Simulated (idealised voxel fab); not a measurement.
Presented below is a process module, voxel released beams.
For reference, the cross-section in this document is cut, with width 285 nm and square cells of 5 nm.
In this document a cross-section is written as a grid of square cells. It is given as a series of bands, listed from the top down, and a band is one or more rows of cells.
Top height, bottom height, nm. Materials left to right, width each, nm. Single material + "throughout" = fills band edge to edge. "blank" = empty.
The reference from which all heights are counted is 0, the level beneath which the as-received wafer is entirely one material; the lowest band, having no lower bound, proceeds downward and is written after the example "from 0 down".
The notation "30->40" denotes a width that varies across the rows of cells in the band, beginning at the first number in the top row, finishing at the second number in the bottom row, and changing by an identical amount from each row to the next.
Basically "identical to before" means that step didn't change any cell in the cross-section.
Enclosed voids (no open way to top), threshold 8 cells or more, entry "Closed void inventory", notation width x height at distance, distance from left edge, nm.
Where a step's line continues beyond its settings, the continuation is a remark by the simulator itself on that step.
"overlay nm" denotes, for a step that has a mask, the displacement of the mask to the right of its planned place, with negative values corresponding to the left.

-- Steps in the process plan
1. RECEIVE [material Si]
2. CONFORMAL_DEP [material SiN] [thk nm 10]
3. DIRECTIONAL_DEP [material SiO2] [thk nm 10]
4. MASKED_ETCH [tone open] [mask id ANCHOR] [width nm 25] [etch materials SiO2] [depth nm 10] [overlay nm 0]
5. CONFORMAL_DEP [material polySi] [thk nm 10]
6. DIRECTIONAL_DEP [material aC] [thk nm 15]
7. PATTERN [tone cover] [mask id BEAM] [material resist] [width nm 90] [thk nm 30] [overlay nm -15]
8. DIRECTIONAL_ETCH [etch materials aC] [depth nm 15]
9. STRIP [etch materials resist]
10. DIRECTIONAL_ETCH [etch materials polySi] [depth nm 10]
11. STRIP [etch materials aC]
12. STRIP [etch materials SiO2]
Same starting wafers, different overlay nm at step 7. Plan value belongs to the first wafer.

-- First of several wafers (as received, post step 1), cross-sectional view
- from 0 down  Si throughout
- Closed void inventory: none

-- What follows is a table in which each wafer occupies a row; for the wafer as it stands at the close of the module, the row states, material by material, how many cells have been gained (+) or lost (-) since receipt, and then gives its closed voids
overlay nm -15 | +114 SiN | +44 polySi | Closed void inventory: none
overlay nm -10 | +114 SiN | +44 polySi | Closed void inventory: none
overlay nm -5 | +114 SiN | +44 polySi | Closed void inventory: none
overlay nm 0 | +114 SiN | +44 polySi | Closed void inventory: none
overlay nm 5 | +114 SiN | +44 polySi | Closed void inventory: none
overlay nm 10 | +114 SiN | +44 polySi | Closed void inventory: none
overlay nm 15 | +114 SiN | +44 polySi | Closed void inventory: none
